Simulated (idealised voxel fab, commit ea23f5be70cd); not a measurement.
process module | voxel ribs on slabs
cross-section cut | 180 nm wide | cells 5 nm
A cross-section is a grid of square cells, given in bands from the top down. A band is one or more rows of cells.
Each band's line starts with the height of the band's top and of its bottom, in nm. Then come its materials from left to right, each with its width in nm. One material with "throughout" fills the band from edge to edge. "air" is empty space.
Height 0 is the level under which the wafer as received is all one material. The lowest band goes on downwards, as in "0 down".
A width such as "30 to 40" changes by the same amount from each row of cells to the next, from the band's top row to its bottom row.
"no change" after a step means that no cell of the cross-section changed.
closed voids: empty space of 8 cells or more with no open way to the top, each as width x height at its distance from the left edge, in nm
after a step's settings: what the simulator itself notes on the step
overlay nm, on a step with a mask: how far to the right of its planned place the mask lay; to the left if negative
plan
1 op RECEIVE | material Si
2 op DIRECTIONAL_DEP | material SiO2 | thk nm 30
3 op DIRECTIONAL_DEP | material SiN | thk nm 25
4 op DIRECTIONAL_DEP | material aC | thk nm 15
5 op PATTERN | tone cover | mask id RIB | material resist | width nm 25 | thk nm 35 | overlay nm 0
6 op DIRECTIONAL_ETCH | etch materials aC | depth nm 15
7 op STRIP | etch materials resist
8 op DIRECTIONAL_ETCH | etch materials SiN | depth nm 5
9 op STRIP | etch materials aC
10 op PATTERN | tone cover | mask id SLAB | material resist | width nm 65 | thk nm 15 | overlay nm 0
11 op DIRECTIONAL_ETCH | etch materials SiN | depth nm 20
12 op STRIP | etch materials resist
13 op FILL_DEP | material SiO2 | thk nm 25
14 op CMP | height nm 75
15 op DIRECTIONAL_DEP | material TiN | thk nm 10
16 op MASKED_ETCH | tone cover | mask id HEATER | width nm 35 | etch materials TiN | depth nm 10 | overlay nm 0
17 op CONFORMAL_DEP | material SiN | thk nm 10
as received, after step 1
  0 down: Si throughout
  closed voids: none
first wafer at the end, as planned
  95 to 85: air 60 | SiN 55 | air 65
  85 to 75: SiN 70 | TiN 35 | SiN 75
  75 to 55: SiO2 throughout
  55 to 50: SiO2 75 | SiN 25 | SiO2 80
  50 to 30: SiO2 55 | SiN 65 | SiO2 60
  30 to 0: SiO2 throughout
  0 down: Si throughout
  closed voids: none
second wafer at the end: like start, like plan, one mistake
  95 to 85: air 60 | SiN 55 | air 65
  85 to 75: SiN 70 | TiN 35 | SiN 75
  75 to 60: SiO2 55 | SiN 65 | SiO2 60
  60 to 0: SiO2 throughout
  0 down: Si throughout
  closed voids: none
what went wrong: step 2 was run twice
at the end the second wafer has, in cells: 18 fewer of SiN | 18 more of SiO2
